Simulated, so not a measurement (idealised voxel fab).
The following process module bears the name voxel self aligned vias.
Each square cell in cross-section cut measures 5 nm, and the section as a whole is 225 nm wide.
Square cells in a grid make up a cross-section in this document, and the grid is given as bands, listed from the top down, each one or more rows of cells. This entry defines a band. It first specifies the height of the band's top and the height of its bottom in nm, and then specifies the band's materials from left to right, stating each material with its width in nm. The word "all across" identifies a single material that fills the band from edge to edge, while the word "air" identifies empty space. Beneath 0, the wafer as received is one material, and that level is where height counting begins. The lowest band goes on downward without a bottom; it is written like "0..down". A two-number width, for instance "30->40", indicates that the width is equal to the first number in the top row of the band and to the second number in the bottom row, and that it changes by a constant amount per row of cells. Where the words "no alteration" appear for a step, the cross-section shows no cell changed by that step; every cell remained as before. The list in "Closed cavities" covers empty spaces of 8 cells or more that cannot reach the top through any open way, and it gives each as width x height at distance; the distance is from the left edge, and width, height and distance are in nm. That trailing text on a step's line, after the settings, is the simulator's own remark on the step. If you see "overlay nm" on a step's line and that step has a mask, it's telling you how far right of where it was planned the mask ended up; a negative number means it went left instead.

[Steps planned for the process]
1: op RECEIVE | material Si
2: op CONFORMAL_DEP | material SiO2 | thk nm 15
3: op CONFORMAL_DEP | material SiCN | thk nm 5
4: op DIRECTIONAL_DEP | material lowk | thk nm 20
5: op PATTERN | tone open | mask id LINES | material resist | width nm 20 | pitch nm 65 | thk nm 15 | overlay nm 0
6: op DIRECTIONAL_ETCH | etch materials lowk | depth nm 20
7: op STRIP | etch materials resist
8: op CONFORMAL_DEP | material TiN | thk nm 5
9: op FILL_DEP | material Ru | thk nm 5
10: op CMP | height nm 40
11: op SELECTIVE_ETCH | etch materials W Ru TiN | depth nm 5
12: op FILL_DEP | material SiN | thk nm 10
13: op CMP | height nm 40
14: op DIRECTIONAL_DEP | material lowk | thk nm 15
15: op DIRECTIONAL_DEP | material aC | thk nm 15
16: op PATTERN | tone open | mask id VIAS | material resist | width nm 40 | pitch nm 65 | thk nm 35 | overlay nm 0
17: op DIRECTIONAL_ETCH | etch materials aC | depth nm 15
18: op STRIP | etch materials resist
19: op DIRECTIONAL_ETCH | etch materials lowk | depth nm 15
20: op DIRECTIONAL_ETCH | etch materials SiN | depth nm 5
21: op STRIP | etch materials aC
22: op CONFORMAL_DEP | material TiN | thk nm 5
23: op FILL_DEP | material W | thk nm 5
24: op CMP | height nm 55
25: op CONFORMAL_DEP | material SiCN | thk nm 5

[As-received wafer cross-section (after step 1)]
    0..down: Si all across
    Closed cavities: none

[Same starting wafer, same plan as above, one mistake in the execution; this is the cross-section at the end of the module]
    60..55: SiCN all across
    55..45: 25 nm lowk; 5 nm TiN; 30 nm W; 5 nm TiN; 25 nm lowk; 5 nm TiN; 30 nm W; 5 nm TiN; 25 nm lowk; 5 nm TiN; 30 nm W; 5 nm TiN; 30 nm lowk
    45..40: 25 nm lowk; 15 nm TiN; 10 nm W; 15 nm TiN; 25 nm lowk; 15 nm TiN; 10 nm W; 15 nm TiN; 25 nm lowk; 15 nm TiN; 10 nm W; 15 nm TiN; 30 nm lowk
    40..25: 35 nm lowk; 5 nm TiN; 10 nm W; 5 nm TiN; 45 nm lowk; 5 nm TiN; 10 nm W; 5 nm TiN; 45 nm lowk; 5 nm TiN; 10 nm W; 5 nm TiN; 40 nm lowk
    25..20: 35 nm lowk; 20 nm TiN; 45 nm lowk; 20 nm TiN; 45 nm lowk; 20 nm TiN; 40 nm lowk
    20..15: SiCN all across
    15..0: SiO2 all across
    0..down: Si all across
    Closed cavities: none
The plan and the run diverged here: step 21 changed vs plan, executed as op STRIP | etch materials TiN
